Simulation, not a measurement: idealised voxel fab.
Presented below is a process module, voxel trench capacitor.
Square cell edge 5 nm, section width 280 nm, ID cut.
Square cells in a grid make up a cross-section in this document, and the grid is given as bands, listed from the top down, each one or more rows of cells.
Band entry format. Leading values: height of top, height of bottom, nm. Remainder: materials in left-to-right order, each with its width in nm. Special words: "throughout" on a single material, which then fills the band edge to edge; "empty", empty space.
Heads up on the height convention: 0 is the point under which the incoming wafer is all one material, and the lowest band has no bottom, it just keeps going down, like "from 0 down".
Quick explanation for "30..40": the width changes in equal steps down the rows of cells, from the first number in the band's top row to the second number in its bottom row.
What does "same as before" mean for a step? It means no cell of the cross-section changed in that step.
What "Sealed voids" gives you is every empty space of 8 cells or more that is cut off from the top. Each appears as width x height at distance, with the distance taken from the left edge and width, height and distance all in nm.
Text after the settings on a step's line: the simulator's own remark on that step.
A step's line can hold "overlay nm"; with a mask on that step, the setting says how far right of the planned place the mask lay, while a negative setting says it lay to the left.

### Here's what the planned process steps look like
1,RECEIVE,material Si
2,CONFORMAL_DEP,material SiN,thk nm 5
3,PATTERN,tone open,mask id TRENCH,material resist,width nm 25,pitch nm 55,thk nm 15,overlay nm -15
4,DIRECTIONAL_ETCH,etch materials SiN,depth nm 5
5,DIRECTIONAL_ETCH,etch materials Si,depth nm 25
6,STRIP,etch materials resist
7,CONFORMAL_DEP,material Al2O3,thk nm 5
8,FILL_DEP,material polySi,thk nm 5
9,CMP,height nm 5
Every wafer here starts from the same state; it is the step 3 overlay nm that distinguishes them, and the value the plan gives belongs to the first wafer.

### First wafer of several, as received: cross-section after step 1
	from 0 down | Si throughout
	Sealed voids: none

### Once step 9, the last step, is complete, the module is at its end; this is the cross-section of the first of several wafers
	from 5 to 0 | SiN 85 nm, then Al2O3 5 nm, then polySi 15 nm, then Al2O3 5 nm, then SiN 30 nm, then Al2O3 5 nm, then polySi 15 nm, then Al2O3 5 nm, then SiN 115 nm
	from 0 to -20 | Si 85 nm, then Al2O3 5 nm, then polySi 15 nm, then Al2O3 5 nm, then Si 30 nm, then Al2O3 5 nm, then polySi 15 nm, then Al2O3 5 nm, then Si 115 nm
	from -20 to -25 | Si 85 nm, then Al2O3 25 nm, then Si 30 nm, then Al2O3 25 nm, then Si 115 nm
	from -25 down | Si throughout
	Sealed voids: none

### Wafer cross-section (last wafer, module end)
	from 5 to 0 | SiN 115 nm, then Al2O3 5 nm, then polySi 15 nm, then Al2O3 5 nm, then SiN 30 nm, then Al2O3 5 nm, then polySi 15 nm, then Al2O3 5 nm, then SiN 85 nm
	from 0 to -20 | Si 115 nm, then Al2O3 5 nm, then polySi 15 nm, then Al2O3 5 nm, then Si 30 nm, then Al2O3 5 nm, then polySi 15 nm, then Al2O3 5 nm, then Si 85 nm
	from -20 to -25 | Si 115 nm, then Al2O3 25 nm, then Si 30 nm, then Al2O3 25 nm, then Si 85 nm
	from -25 down | Si throughout
	Sealed voids: none

### Per-wafer rows below. For each material: cells gained (+) or lost (-) since the wafer was received, as of end of module. Then: closed voids
overlay nm -15; +30 Al2O3; -50 Si; +46 SiN; +30 polySi; Sealed voids: none
overlay nm -10; +30 Al2O3; -50 Si; +46 SiN; +30 polySi; Sealed voids: none
overlay nm -5; +30 Al2O3; -50 Si; +46 SiN; +30 polySi; Sealed voids: none
overlay nm 0; +30 Al2O3; -50 Si; +46 SiN; +30 polySi; Sealed voids: none
overlay nm 5; +30 Al2O3; -50 Si; +46 SiN; +30 polySi; Sealed voids: none
overlay nm 10; +30 Al2O3; -50 Si; +46 SiN; +30 polySi; Sealed voids: none
overlay nm 15; +30 Al2O3; -50 Si; +46 SiN; +30 polySi; Sealed voids: none
